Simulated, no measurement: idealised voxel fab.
Process module name: voxel fin reveal
cross-section cut | 175 nm wide | cells 5 nm
Format of a cross-section: grid, square cells. Given as bands. Order: top down. Band: one or more rows of cells. Band entry format. Leading values: height of top, height of bottom, nm. Remainder: materials in left-to-right order, each with its width in nm. Special words: "throughout" on a single material, which then fills the band edge to edge; "empty", empty space. Zero point of the height axis is 0; under it, received wafer = one material. Lowest band: continues down indefinitely, "0 nm and below". Graded width ("30..40"): value in top row of band = first number; value in bottom row = second number; row-to-row change constant. "nothing was modified" -> step changed no cross-section cell. In the "Voids, fully enclosed" entry, you get each enclosed empty space of 8 cells or more, one with no open way to the top, written width x height at distance, distance from the left edge, in nm. The remark found on a step's line after its settings is issued by the simulator itself and pertains to that step. Steps that use a mask can have "overlay nm" on their line. It says how far the mask sat to the right of where it was meant to be. Negative means to the left.

Plan
| 1 | RECEIVE (material Si) |
| 2 | CONFORMAL_DEP (material SiN; thk nm 10) |
| 3 | MASKED_ETCH (tone cover; mask id FINS; width nm 15; pitch nm 35; etch materials SiN; depth nm 10; overlay nm 0) |
| 4 | MASKED_ETCH (tone cover; mask id FINS; width nm 15; pitch nm 35; etch materials Si; depth nm 35; overlay nm 0) |
| 5 | OXIDIZE (depth nm 5) |
| 6 | FILL_DEP (material SiO2; thk nm 15) |
| 7 | CMP (height nm 10) |
| 8 | SELECTIVE_ETCH (etch materials SiO2; depth nm 30) |
| 9 | STRIP (etch materials SiN) |

First of two wafers - as planned

Step 1 complete: cross-section of the wafer as received
* 0 nm and below = Si throughout
* Voids, fully enclosed: none

Wafer xsec, post step 2
* 10 nm to 0 nm = SiN throughout
* Below a height of 0, the structure has not been altered.

Wafer xsec, post step 3
* 10 nm to 0 nm = empty 60  SiN 15  empty 20  SiN 15  empty 65
* Below a height of 0, the structure has not been altered.

Wafer xsec, post step 4
* 10 nm to 0 nm = empty 60  SiN 15  empty 20  SiN 15  empty 65
* 0 nm to -35 nm = empty 60  Si 15  empty 20  Si 15  empty 65
* Below a height of -35, the structure has not been altered.

Wafer xsec, post step 5
* 10 nm to 0 nm = empty 60  SiN 15  empty 20  SiN 15  empty 65
* 0 nm to -35 nm = empty 60  SiO2 5  Si 5  SiO2 5  empty 20  SiO2 5  Si 5  SiO2 5  empty 65
* -35 nm to -40 nm = SiO2 65  Si 5  SiO2 30  Si 5  SiO2 70
* Below a height of -40, the structure has not been altered.

Wafer xsec, post step 6
* 25 nm to 10 nm = SiO2 throughout
* 10 nm to 0 nm = SiO2 60  SiN 15  SiO2 20  SiN 15  SiO2 65
* 0 nm to -40 nm = SiO2 65  Si 5  SiO2 30  Si 5  SiO2 70
* Below a height of -40, the structure has not been altered.

Wafer xsec, post step 7
* 10 nm to 0 nm = SiO2 60  SiN 15  SiO2 20  SiN 15  SiO2 65
* Below a height of 0, the structure has not been altered.

Wafer xsec, post step 8
* 10 nm to 0 nm = empty 60  SiN 15  empty 20  SiN 15  empty 65
* 0 nm to -20 nm = empty 65  Si 5  empty 30  Si 5  empty 70
* Below a height of -20, the structure has not been altered.

Wafer xsec, post step 9
* 0 nm to -20 nm = empty 65  Si 5  empty 30  Si 5  empty 70
* Below a height of -20, the structure has not been altered.

What follows concerns the second wafer, which started out like the first and was meant to follow the very same plan; one mistake crept in when it was run, but everything up to and including step 7 is the same as for the first wafer

Look at the second wafer in cross-section at the time step 8 ought to have finished
* 10 nm to 0 nm = SiO2 60  empty 15  SiO2 20  empty 15  SiO2 65
* Below a height of 0, the structure has not been altered.

Look at the second wafer in cross-section at the time step 9 ought to have finished
* 0 nm to -20 nm = empty 65  Si 5  empty 30  Si 5  empty 70
* -20 nm to -30 nm = SiO2 30  empty 35  Si 5  empty 30  Si 5  empty 35  SiO2 35
* Below a height of -30, the structure has not been altered.
Nonconformance to the process plan: the intended sequence of steps 8 and 9 was reversed during processing, with each occupying the position of the other
Counted in cells at the end, the second wafer holds more or fewer of these materials than the first: SiO2 -40
